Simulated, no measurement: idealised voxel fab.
The process module that follows is named voxel quadruple lines.
Cross-section cut: width 260 nm, square cells of 5 nm.
A cross-section is written here as square cells arranged in a grid, and it is given in bands from the top down, each band taking up one or more rows of cells.
Read a band's entry like this: the first values are the height of its top and the height of its bottom in nm, and what follows is the sequence of materials from left to right, each with its width in nm. Note that "blank" is empty space, and that a single material marked "all across" reaches across the band from edge to edge.
Beneath 0, the wafer as received is one material, and that level is where height counting begins. The lowest band goes on downward without a bottom; it is written like "0 -> down".
The two numbers in a width such as "30..40" mark its ends across the band: the first belongs to the top row of cells, the second to the bottom row, and from each row to the next the width moves by the same amount.
Reading "stayed the same" for a step: not a cell of the cross-section changed in it.
"Enclosed cavities" means: voids of 8 cells or more that are shut off from the top with no open way through. Written width x height at distance, distance from the left edge, in nm.
Heads up: the bit after the settings on a step's line is the simulator's remark on that step.
overlay nm: on a step with a mask, how far right of its planned place the mask lay; negative means left.
### So here's the lineup of process steps we planned
step 1: RECEIVE | material Si
step 2: CONFORMAL_DEP | material SiO2 | thk nm 5
step 3: DIRECTIONAL_DEP | material Ru | thk nm 10
step 4: DIRECTIONAL_DEP | material polySi | thk nm 15
step 5: DIRECTIONAL_DEP | material aC | thk nm 20
step 6: PATTERN | tone cover | mask id MANDREL | material resist | width nm 35 | thk nm 25 | overlay nm 0
step 7: DIRECTIONAL_ETCH | etch materials aC | depth nm 20
step 8: STRIP | etch materials resist
step 9: CONFORMAL_DEP | material SiO2 | thk nm 15
step 10: DIRECTIONAL_ETCH | etch materials SiO2 | depth nm 15
step 11: STRIP | etch materials aC
step 12: DIRECTIONAL_ETCH | etch materials polySi | depth nm 15
step 13: STRIP | etch materials SiO2
step 14: CONFORMAL_DEP | material SiCN | thk nm 10
step 15: DIRECTIONAL_ETCH | etch materials SiCN | depth nm 10
step 16: STRIP | etch materials polySi
step 17: DIRECTIONAL_ETCH | etch materials Ru | depth nm 10
step 18: STRIP | etch materials SiCN
### First wafer out of two, processed as planned
### Cross-section, incoming material, after step 1
- 0 -> down: Si all across
- Enclosed cavities: none
### Step 2 complete: cross-section through the wafer
- 5 -> 0: SiO2 all across
- Under the height 0 nothing was changed.
### Step 3 complete: cross-section through the wafer
- 15 -> 5: Ru all across
- Under the height 5 nothing was changed.
### Step 4 complete: cross-section through the wafer
- 30 -> 15: polySi all across
- Under the height 15 nothing was changed.
### Step 5 complete: cross-section through the wafer
- 50 -> 30: aC all across
- Under the height 30 nothing was changed.
### Step 6 complete: cross-section through the wafer
- 75 -> 50: 110 blank  35 resist  115 blank
- Under the height 50 nothing was changed.
### Step 7 complete: cross-section through the wafer
- 55 -> 50: 110 blank  35 resist  115 blank
- 50 -> 30: 110 blank  35 aC  115 blank
- Under the height 30 nothing was changed.
### Step 8 complete: cross-section through the wafer
- 50 -> 30: 110 blank  35 aC  115 blank
- Under the height 30 nothing was changed.
### Step 9 complete: cross-section through the wafer
- 65 -> 50: 95 blank  65 SiO2  100 blank
- 50 -> 45: 95 blank  15 SiO2  35 aC  15 SiO2  100 blank
- 45 -> 30: 110 SiO2  35 aC  115 SiO2
- Under the height 30 nothing was changed.
### Step 10 complete: cross-section through the wafer
- 50 -> 30: 95 blank  15 SiO2  35 aC  15 SiO2  100 blank
- Under the height 30 nothing was changed.
### Step 11 complete: cross-section through the wafer
- 50 -> 30: 95 blank  15 SiO2  35 blank  15 SiO2  100 blank
- Under the height 30 nothing was changed.
### Step 12 complete: cross-section through the wafer
- 50 -> 30: 95 blank  15 SiO2  35 blank  15 SiO2  100 blank
- 30 -> 15: 95 blank  15 polySi  35 blank  15 polySi  100 blank
- Under the height 15 nothing was changed.
### Step 13 complete: cross-section through the wafer
- 30 -> 15: 95 blank  15 polySi  35 blank  15 polySi  100 blank
- Under the height 15 nothing was changed.
### Step 14 complete: cross-section through the wafer
- 40 -> 30: 85 blank  35 SiCN  15 blank  35 SiCN  90 blank
- 30 -> 25: 85 blank  10 SiCN  15 polySi  10 SiCN  15 blank  10 SiCN  15 polySi  10 SiCN  90 blank
- 25 -> 15: 95 SiCN  15 polySi  35 SiCN  15 polySi  100 SiCN
- Under the height 15 nothing was changed.
### Step 15 complete: cross-section through the wafer
- 30 -> 15: 85 blank  10 SiCN  15 polySi  10 SiCN  15 blank  10 SiCN  15 polySi  10 SiCN  90 blank
- Under the height 15 nothing was changed.
### Step 16 complete: cross-section through the wafer
- 30 -> 15: 85 blank  10 SiCN  15 blank  10 SiCN  15 blank  10 SiCN  15 blank  10 SiCN  90 blank
- Under the height 15 nothing was changed.
### Step 17 complete: cross-section through the wafer
- 30 -> 15: 85 blank  10 SiCN  15 blank  10 SiCN  15 blank  10 SiCN  15 blank  10 SiCN  90 blank
- 15 -> 5: 85 blank  10 Ru  15 blank  10 Ru  15 blank  10 Ru  15 blank  10 Ru  90 blank
- Under the height 5 nothing was changed.
### Step 18 complete: cross-section through the wafer
- 15 -> 5: 85 blank  10 Ru  15 blank  10 Ru  15 blank  10 Ru  15 blank  10 Ru  90 blank
- Under the height 5 nothing was changed.
### Okay, second wafer. Nothing different at the start, nothing different in the plan, just one mistake somewhere in the running. As far as step 2, counting that step, it's the first wafer all over again
### Cross-sectional representation of the second wafer at the time designated in the plan for the completion of step 3
- 15 -> 5: aC all across
- Under the height 5 nothing was changed.
### Cross-sectional representation of the second wafer at the time designated in the plan for the completion of step 4
- 30 -> 15: polySi all across
- Under the height 15 nothing was changed.
### Cross-sectional representation of the second wafer at the time designated in the plan for the completion of step 5
- 50 -> 30: aC all across
- Under the height 30 nothing was changed.
### Cross-sectional representation of the second wafer at the time designated in the plan for the completion of step 6
- 75 -> 50: 110 blank  35 resist  115 blank
- Under the height 50 nothing was changed.
### Cross-sectional representation of the second wafer at the time designated in the plan for the completion of step 7
- 55 -> 50: 110 blank  35 resist  115 blank
- 50 -> 30: 110 blank  35 aC  115 blank
- Under the height 30 nothing was changed.
### Cross-sectional representation of the second wafer at the time designated in the plan for the completion of step 8
- 50 -> 30: 110 blank  35 aC  115 blank
- Under the height 30 nothing was changed.
### Cross-sectional representation of the second wafer at the time designated in the plan for the completion of step 9
- 65 -> 50: 95 blank  65 SiO2  100 blank
- 50 -> 45: 95 blank  15 SiO2  35 aC  15 SiO2  100 blank
- 45 -> 30: 110 SiO2  35 aC  115 SiO2
- Under the height 30 nothing was changed.
### Cross-sectional representation of the second wafer at the time designated in the plan for the completion of step 10
- 50 -> 30: 95 blank  15 SiO2  35 aC  15 SiO2  100 blank
- Under the height 30 nothing was changed.
### Cross-sectional representation of the second wafer at the time designated in the plan for the completion of step 11
- 50 -> 30: 95 blank  15 SiO2  35 blank  15 SiO2  100 blank
- Under the height 30 nothing was changed.
### Cross-sectional representation of the second wafer at the time designated in the plan for the completion of step 12
- 50 -> 30: 95 blank  15 SiO2  35 blank  15 SiO2  100 blank
- 30 -> 15: 95 blank  15 polySi  35 blank  15 polySi  100 blank
- Under the height 15 nothing was changed.
### Cross-sectional representation of the second wafer at the time designated in the plan for the completion of step 13
- 30 -> 15: 95 blank  15 polySi  35 blank  15 polySi  100 blank
- Under the height 15 nothing was changed.
### Cross-sectional representation of the second wafer at the time designated in the plan for the completion of step 14
- 40 -> 30: 85 blank  35 SiCN  15 blank  35 SiCN  90 blank
- 30 -> 25: 85 blank  10 SiCN  15 polySi  10 SiCN  15 blank  10 SiCN  15 polySi  10 SiCN  90 blank
- 25 -> 15: 95 SiCN  15 polySi  35 SiCN  15 polySi  100 SiCN
- Under the height 15 nothing was changed.
### Cross-sectional representation of the second wafer at the time designated in the plan for the completion of step 15
- 30 -> 15: 85 blank  10 SiCN  15 polySi  10 SiCN  15 blank  10 SiCN  15 polySi  10 SiCN  90 blank
- Under the height 15 nothing was changed.
### Cross-sectional representation of the second wafer at the time designated in the plan for the completion of step 16
- 30 -> 15: 85 blank  10 SiCN  15 blank  10 SiCN  15 blank  10 SiCN  15 blank  10 SiCN  90 blank
- Under the height 15 nothing was changed.
Cross-sectional representation of the second wafer at the time designated in the plan for the completion of step 17: stayed the same
### Cross-sectional representation of the second wafer at the time designated in the plan for the completion of step 18
- 15 -> 5: aC all across
- Under the height 5 nothing was changed.
Misprocessing identified: for step 3, the planned setting was not used; the step was instead run as DIRECTIONAL_DEP | material aC | thk nm 10
Upon completion, the second wafer contains, in terms of cells, a greater or smaller amount of certain materials than the first wafer: 16 fewer of Ru, 104 more of aC
